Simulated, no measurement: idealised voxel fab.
Name of the process module below: voxel self aligned contacts
FYI the section here is cut, 185 nm wide, cells are 5 nm squares.
When this document writes out a cross-section, it uses a grid of square cells and lists it as bands, beginning at the top and moving down, with a band standing for one or more rows of cells. Top, bottom (nm), then materials left to right with widths (nm); lone material tagged "everywhere" fills the whole band edge to edge; "air" = empty space. Heights from 0 (as-received wafer is one material below). Bottom band endless downward, as "top 0, no bottom". Quick explanation for "30..40": the width changes in equal steps down the rows of cells, from the first number in the band's top row to the second number in its bottom row. For the purposes of this document, the phrase "changes: none" attached to a step denotes that no cell within the cross-section was modified by that step. Entry "Sealed void inventory". Content: empty spaces with no open connection to the top, size 8 cells or greater. Each: width x height at distance. Distance: from left edge. Unit: nm. Anything after a step's settings on that line? It's the simulator's own note about the step. If you see "overlay nm" on a step's line and that step has a mask, it's telling you how far right of where it was planned the mask ended up; a negative number means it went left instead.

[List of planned process steps]
1: op RECEIVE | material Si
2: op OXIDIZE | depth nm 5
3: op DIRECTIONAL_DEP | material polySi | thk nm 30
4: op DIRECTIONAL_DEP | material SiN | thk nm 15
5: op PATTERN | tone cover | mask id GATE | material resist | width nm 25 | pitch nm 50 | thk nm 15 | overlay nm 0
6: op DIRECTIONAL_ETCH | etch materials SiN | depth nm 15
7: op DIRECTIONAL_ETCH | etch materials polySi | depth nm 30
8: op STRIP | etch materials resist
9: op CONFORMAL_DEP | material SiN | thk nm 5
10: op DIRECTIONAL_ETCH | etch materials SiN | depth nm 5
11: op FILL_DEP | material SiO2 | thk nm 15
12: op CMP | height nm 50
13: op MASKED_ETCH | tone open | mask id CONTACT | width nm 35 | etch materials SiO2 | depth nm 55 | overlay nm 0
14: op CONFORMAL_DEP | material TiN | thk nm 5
15: op FILL_DEP | material W | thk nm 5
16: op CMP | height nm 50
17: op CONFORMAL_DEP | material SiCN | thk nm 5

[as received, after step 1]
* top 0, no bottom: Si everywhere
* Sealed void inventory: none

[The plan above was carried out on the starting structure above with one mistake, and this cross-section shows the wafer at the end of the module]
* top 55, bottom 50: SiCN everywhere
* top 50, bottom 45: 75 nm SiO2, then 35 nm TiN, then 75 nm SiO2
* top 45, bottom 30: 60 nm SiN, then 15 nm SiO2, then 35 nm SiN, then 15 nm SiO2, then 60 nm SiN
* top 30, bottom 0: 55 nm polySi, then 5 nm SiN, then 15 nm SiO2, then 5 nm SiN, then 25 nm polySi, then 5 nm SiN, then 15 nm SiO2, then 5 nm SiN, then 55 nm polySi
* top 0, bottom -5: SiO2 everywhere
* top -5, no bottom: Si everywhere
* Sealed void inventory: none
Processing error: step 5 ran as: op PATTERN | tone open | mask id GATE | material resist | width nm 25 | pitch nm 50 | thk nm 15 | overlay nm 0
